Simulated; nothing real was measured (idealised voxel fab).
The name of this process module is voxel transistor to metal.
Cross-section cut spans 160 nm and uses square cells 5 nm in size.
How to read a cross-section here: the picture is a grid of square cells, written as bands going from the top down, and any band can span one or more rows of cells.
It is stipulated that each band's entry specify, in nanometres, the height of the top of the band and then that of its bottom, followed by the materials of the band in left-to-right sequence, each together with its width in nanometres. A single material marked by the word "all across" is understood to fill the band from edge to edge; the word "air" is understood to denote empty space.
Note: height 0 marks the level under which the wafer is uniformly one material as received. Lowest band unbounded below, written "0 nm and below".
Width: "30 to 40" (first number = top row, second number = bottom row, same change from row to row of cells).
The designation "identical to before", where it is given for a processing step, indicates that no cell of the cross-section was altered in the course of that step.
Entry "Enclosed void catalog". Content: empty spaces with no open connection to the top, size 8 cells or greater. Each: width x height at distance. Distance: from left edge. Unit: nm.
after a step's settings: what the simulator itself notes on the step
overlay nm: right-of-plan distance of the mask on a masked step; negative values mean left-of-plan.

-- Listed below are the process steps as planned
| 1 | RECEIVE with material Si |
| 2 | CONFORMAL_DEP with material SiO2, thk nm 5 |
| 3 | CONFORMAL_DEP with material SiN, thk nm 10 |
| 4 | MASKED_ETCH with tone cover, mask id ACTIVE, width nm 115, etch materials SiN, depth nm 10, overlay nm 0 |
| 5 | MASKED_ETCH with tone cover, mask id ACTIVE, width nm 115, etch materials SiO2, depth nm 5, overlay nm 0 |
| 6 | MASKED_ETCH with tone cover, mask id ACTIVE, width nm 115, etch materials Si, depth nm 30, overlay nm 0 |
| 7 | OXIDIZE with depth nm 5 |
| 8 | FILL_DEP with material SiO2, thk nm 15 |
| 9 | CMP with height nm 15 |
| 10 | SELECTIVE_ETCH with etch materials SiO2, depth nm 10 |
| 11 | STRIP with etch materials SiN |
| 12 | SELECTIVE_ETCH with etch materials SiO2, depth nm 5 |
| 13 | OXIDIZE with depth nm 5 |
| 14 | DIRECTIONAL_DEP with material polySi, thk nm 25 |
| 15 | DIRECTIONAL_DEP with material SiCN, thk nm 10 |
| 16 | PATTERN with tone cover, mask id GATE, material resist, width nm 25, thk nm 20, overlay nm 0 |
| 17 | DIRECTIONAL_ETCH with etch materials SiCN, depth nm 20 |
| 18 | DIRECTIONAL_ETCH with etch materials polySi, depth nm 35 |
| 19 | STRIP with etch materials resist |
| 20 | CONFORMAL_DEP with material SiO2, thk nm 5 |
| 21 | DIRECTIONAL_ETCH with etch materials SiO2, depth nm 5 |
| 22 | CONFORMAL_DEP with material SiN, thk nm 5 |
| 23 | DIRECTIONAL_ETCH with etch materials SiN, depth nm 5 |
| 24 | DIRECTIONAL_ETCH with etch materials SiO2, depth nm 5 |
| 25 | EPI with material pSi, thk nm 5 |
| 26 | FILL_DEP with material SiO2, thk nm 10 |
| 27 | CMP with height nm 35 |
| 28 | DIRECTIONAL_DEP with material SiO2, thk nm 10 |
| 29 | MASKED_ETCH with tone open, mask id CONTACT, width nm 35, pitch nm 70, etch materials SiO2, depth nm 45, overlay nm 0 |
| 30 | CONFORMAL_DEP with material TiN, thk nm 5 |
| 31 | FILL_DEP with material Ru, thk nm 10 |
| 32 | CMP with height nm 45 |
| 33 | CONFORMAL_DEP with material SiN, thk nm 5 |
| 34 | DIRECTIONAL_DEP with material lowk, thk nm 20 |
| 35 | PATTERN with tone open, mask id METAL_1, material resist, width nm 20, pitch nm 85, thk nm 20, overlay nm 0 |
| 36 | DIRECTIONAL_ETCH with etch materials lowk, depth nm 20 |
| 37 | DIRECTIONAL_ETCH with etch materials SiN, depth nm 5 |
| 38 | STRIP with etch materials resist |
| 39 | CONFORMAL_DEP with material TiN, thk nm 5 |
| 40 | FILL_DEP with material W, thk nm 5 |
| 41 | CMP with height nm 70 |
| 42 | EPI with material Ru, thk nm 5 |
| 43 | FILL_DEP with material SiCN, thk nm 5 |

-- Cross-sectional view of the wafer in its as-received condition, corresponding to the state after step 1
> 0 nm and below  Si all across
> Enclosed void catalog: none

-- Cross-section: first of two wafers, module finished, run according to plan
> 80 nm to 75 nm  SiCN all across
> 75 nm to 70 nm  SiCN (20); Ru (30); SiCN (55); Ru (30); SiCN (25)
> 70 nm to 50 nm  lowk (25); TiN (5); W (10); TiN (5); lowk (65); TiN (5); W (10); TiN (5); lowk (30)
> 50 nm to 45 nm  SiN (25); TiN (20); SiN (65); TiN (20); SiN (30)
> 45 nm to 35 nm  SiO2 (25); TiN (5); Ru (25 to 20); TiN (5 to 10); SiO2 (35); TiN (5 to 10); Ru (25 to 20); TiN (5); SiO2 (30)
> 35 nm to 25 nm  SiO2 (25); TiN (5); Ru (20); TiN (5); SiN (5); SiO2 (5); SiCN (25); SiO2 (5); SiN (5); TiN (5); Ru (20); TiN (5); SiO2 (30)
> 25 nm to 5 nm  SiO2 (25); TiN (5); Ru (20); TiN (5); SiN (5); SiO2 (5); polySi (25); SiO2 (5); SiN (5); TiN (5); Ru (20); TiN (5); SiO2 (30)
> 5 nm to 0 nm  SiO2 (25); TiN (30); SiN (5); SiO2 (5); polySi (25); SiO2 (5); SiN (5); TiN (30); SiO2 (30)
> 0 nm to -5 nm  SiO2 (20); pSi (35); SiO2 (45); pSi (35); SiO2 (25)
> -5 nm to -35 nm  SiO2 (25); Si (105); SiO2 (30)
> -35 nm and below  Si all across
> Enclosed void catalog: none

-- Second of two wafers, module complete, sectioned: it shares the first wafer's start and plan but was run with one mistake
> 80 nm to 75 nm  SiCN all across
> 75 nm to 70 nm  SiCN (20); Ru (30); SiCN (55); Ru (30); SiCN (25)
> 70 nm to 50 nm  lowk (25); TiN (5); W (10); TiN (5); lowk (65); TiN (5); W (10); TiN (5); lowk (30)
> 50 nm to 45 nm  SiN (25); TiN (20); SiN (65); TiN (20); SiN (30)
> 45 nm to 35 nm  SiO2 (25); TiN (5); Ru (25); TiN (5); SiO2 (35); TiN (5); Ru (25); TiN (5); SiO2 (30)
> 35 nm to 25 nm  SiO2 (25); TiN (5); Ru (25); TiN (5); SiO2 (5); SiCN (25); SiO2 (5); TiN (5); Ru (25); TiN (5); SiO2 (30)
> 25 nm to 5 nm  SiO2 (25); TiN (5); Ru (25); TiN (5); SiO2 (5); polySi (25); SiO2 (5); TiN (5); Ru (25); TiN (5); SiO2 (30)
> 5 nm to 0 nm  SiO2 (25); TiN (35); SiO2 (5); polySi (25); SiO2 (5); TiN (35); SiO2 (30)
> 0 nm to -5 nm  SiO2 (20); pSi (40); SiO2 (35); pSi (40); SiO2 (25)
> -5 nm to -35 nm  SiO2 (25); Si (105); SiO2 (30)
> -35 nm and below  Si all across
> Enclosed void catalog: none
Diagnosis: it should be noted that step 22 of the plan was omitted and was not performed
Count the cells at the end and the second wafer has more or fewer of some materials than the first: Ru +14, SiN -14, SiO2 -2, pSi +2
